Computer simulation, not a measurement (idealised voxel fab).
process module | voxel ribs on slabs
cross-section cut | 190 nm wide | cells 5 nm
A cross-section is a grid of square cells, given in bands from the top down. A band is one or more rows of cells.
Each band's line starts with the height of the band's top and of its bottom, in nm. Then come its materials from left to right, each with its width in nm. One material with "throughout" fills the band from edge to edge. "air" is empty space.
Height 0 is the level under which the wafer as received is all one material. The lowest band goes on downwards, as in "0 down".
A width such as "30 to 40" changes by the same amount from each row of cells to the next, from the band's top row to its bottom row.
"no change" after a step means that no cell of the cross-section changed.
closed voids: empty space of 8 cells or more with no open way to the top, each as width x height at its distance from the left edge, in nm
after a step's settings: what the simulator itself notes on the step
overlay nm, on a step with a mask: how far to the right of its planned place the mask lay; to the left if negative
plan
1 op RECEIVE | material Si
2 op DIRECTIONAL_DEP | material SiO2 | thk nm 25
3 op DIRECTIONAL_DEP | material SiN | thk nm 15
4 op PATTERN | tone cover | mask id RIB | material resist | width nm 30 | thk nm 20 | overlay nm 0
5 op DIRECTIONAL_ETCH | etch materials SiN | depth nm 5
6 op STRIP | etch materials resist
7 op MASKED_ETCH | tone cover | mask id SLAB | width nm 80 | etch materials SiN | depth nm 10 | overlay nm 0
8 op FILL_DEP | material SiO2 | thk nm 20
9 op CMP | height nm 50
10 op DIRECTIONAL_DEP | material TiN | thk nm 10
11 op PATTERN | tone cover | mask id HEATER | material resist | width nm 40 | thk nm 20 | overlay nm 0
12 op DIRECTIONAL_ETCH | etch materials TiN | depth nm 10
13 op STRIP | etch materials resist
14 op CONFORMAL_DEP | material SiN | thk nm 5
as received, after step 1
  0 down: Si throughout
  closed voids: none
a wafer at the end: this start, this plan, one mistake
  65 to 60: air 70 | SiN 50 | air 70
  60 to 55: air 70 | SiN 5 | TiN 40 | SiN 5 | air 70
  55 to 50: SiN 75 | TiN 40 | SiN 75
  50 to 35: SiO2 throughout
  35 to 25: SiO2 55 | SiN 25 | SiO2 30 | SiN 25 | SiO2 55
  25 to 0: SiO2 throughout
  0 down: Si throughout
  closed voids: none
what went wrong: steps 3 and 4 were swapped
